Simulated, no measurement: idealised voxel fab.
The following is a process module called voxel double patterning.
This is section cut - it's 230 nm across, gridded in 5 nm square cells.
Think of the cross-section as a grid of square cells. We describe it in bands, top to bottom, and each band covers one or more rows of those cells. The entry gives the band's vertical extent as a top height and a bottom height in nm, then its horizontal make-up as materials from left to right, each with a width in nm. "air" stands for empty space; a single material marked "everywhere" fills the band edge to edge. For the purposes of this specification, 0 denotes the height below which the wafer in its as-received condition is composed wholly of one material, and the lowermost band, lacking a lower limit, extends downward without end, as expressed in "z 0 and below". Think of "30..40" as a width that walks from the first number to the second as you go down the band, top row to bottom row, taking equal-sized steps from row to row. "all unchanged" -> step changed no cross-section cell. "Enclosed cavities": empty spaces of 8 cells or more with no open way to the top, each given as width x height at distance, distance from the left edge, all in nm. The remark found on a step's line after its settings is issued by the simulator itself and pertains to that step. For masked steps, "overlay nm" on the step line gives how far right of plan the mask actually lay; a minus sign means it lay to the left.
Process steps - plan:
1,RECEIVE,material Si
2,CONFORMAL_DEP,material SiO2,thk nm 5
3,DIRECTIONAL_DEP,material TiN,thk nm 10
4,DIRECTIONAL_DEP,material SiN,thk nm 5
5,MASKED_ETCH,tone open,mask id FIRST,width nm 15,pitch nm 50,etch materials SiN,depth nm 5,overlay nm 0
6,MASKED_ETCH,tone open,mask id SECOND,width nm 15,etch materials SiN,depth nm 5,overlay nm 0
7,DIRECTIONAL_ETCH,etch materials TiN,depth nm 10
8,STRIP,etch materials SiN
The first of a set of two wafers, run to plan:
Step 1 complete: cross-section of the wafer as received:
* z 0 and below  Si everywhere
* Enclosed cavities: none
You're looking at a cross-section of the wafer after step 2:
* z 5 to 0  SiO2 everywhere
* Below 0, no change.
You're looking at a cross-section of the wafer after step 3:
* z 15 to 5  TiN everywhere
* Below 5, no change.
You're looking at a cross-section of the wafer after step 4:
* z 20 to 15  SiN everywhere
* Below 15, no change.
You're looking at a cross-section of the wafer after step 5:
* z 20 to 15  SiN (80), air (15), SiN (35), air (15), SiN (85)
* Below 15, no change.
You're looking at a cross-section of the wafer after step 6:
* z 20 to 15  SiN (80), air (15), SiN (10), air (15), SiN (10), air (15), SiN (85)
* Below 15, no change.
You're looking at a cross-section of the wafer after step 7:
* z 20 to 15  SiN (80), air (15), SiN (10), air (15), SiN (10), air (15), SiN (85)
* z 15 to 5  TiN (80), air (15), TiN (10), air (15), TiN (10), air (15), TiN (85)
* Below 5, no change.
You're looking at a cross-section of the wafer after step 8:
* z 15 to 5  TiN (80), air (15), TiN (10), air (15), TiN (10), air (15), TiN (85)
* Below 5, no change.
second wafer: like start, like plan, one mistake. Through step 3 it matches the first wafer:
Second wafer, cut view, end of step 4 per plan:
* z 20 to 15  SiO2 everywhere
* Below 15, no change.
Second wafer, cut view, end of step 5 per plan: all unchanged
Second wafer, cut view, end of step 6 per plan: all unchanged
Second wafer, cut view, end of step 7 per plan: all unchanged
Second wafer, cut view, end of step 8 per plan: all unchanged
The mistake made against the process plan was this: step 4 was processed under conditions differing from the plan, specifically as DIRECTIONAL_DEP,material SiO2,thk nm 5
Once processing is complete, comparing cell counts shows that the second wafer has more or fewer of certain materials than the first: 46 more of SiO2; 18 more of TiN
